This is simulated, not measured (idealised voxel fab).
process module | voxel double patterning
cross-section cut | 160 nm wide | cells 5 nm
A cross-section is a grid of square cells, given in bands from the top down. A band is one or more rows of cells.
Each band's line starts with the height of the band's top and of its bottom, in nm. Then come its materials from left to right, each with its width in nm. One material with "throughout" fills the band from edge to edge. "air" is empty space.
Height 0 is the level under which the wafer as received is all one material. The lowest band goes on downwards, as in "0 down".
A width such as "30 to 40" changes by the same amount from each row of cells to the next, from the band's top row to its bottom row.
"no change" after a step means that no cell of the cross-section changed.
closed voids: empty space of 8 cells or more with no open way to the top, each as width x height at its distance from the left edge, in nm
after a step's settings: what the simulator itself notes on the step
overlay nm, on a step with a mask: how far to the right of its planned place the mask lay; to the left if negative
plan
1 op RECEIVE | material Si
2 op CONFORMAL_DEP | material SiO2 | thk nm 10
3 op DIRECTIONAL_DEP | material W | thk nm 10
4 op DIRECTIONAL_DEP | material SiCN | thk nm 5
5 op DIRECTIONAL_DEP | material aC | thk nm 15
6 op PATTERN | tone open | mask id FIRST | material resist | width nm 15 | pitch nm 50 | thk nm 30 | overlay nm 0
7 op DIRECTIONAL_ETCH | etch materials aC | depth nm 15
8 op STRIP | etch materials resist
9 op DIRECTIONAL_ETCH | etch materials SiCN | depth nm 5
10 op STRIP | etch materials aC
11 op DIRECTIONAL_DEP | material aC | thk nm 10
12 op PATTERN | tone open | mask id SECOND | material resist | width nm 15 | pitch nm 50 | thk nm 30 | overlay nm 0
13 op DIRECTIONAL_ETCH | etch materials aC | depth nm 10
14 op STRIP | etch materials resist
15 op DIRECTIONAL_ETCH | etch materials SiCN | depth nm 5
16 op STRIP | etch materials aC
17 op DIRECTIONAL_ETCH | etch materials W | depth nm 10
18 op STRIP | etch materials SiCN
as received, after step 1
  0 down: Si throughout
  closed voids: none
first wafer at the end, as planned
  20 to 10: W 20 | air 15 | W 10 | air 15 | W 10 | air 15 | W 10 | air 15 | W 10 | air 15 | W 25
  10 to 0: SiO2 throughout
  0 down: Si throughout
  closed voids: none
second wafer at the end: like start, like plan, one mistake
  20 to 10: W 20 | air 15 | W 10 | air 15 | W 10 | air 15 | W 10 | air 15 | W 10 | air 15 | W 25
  10 to 0: W throughout
  0 down: Si throughout
  closed voids: none
what went wrong: step 2 ran as: op CONFORMAL_DEP | material W | thk nm 10
at the end the second wafer has, in cells: 64 fewer of SiO2 | 64 more of W
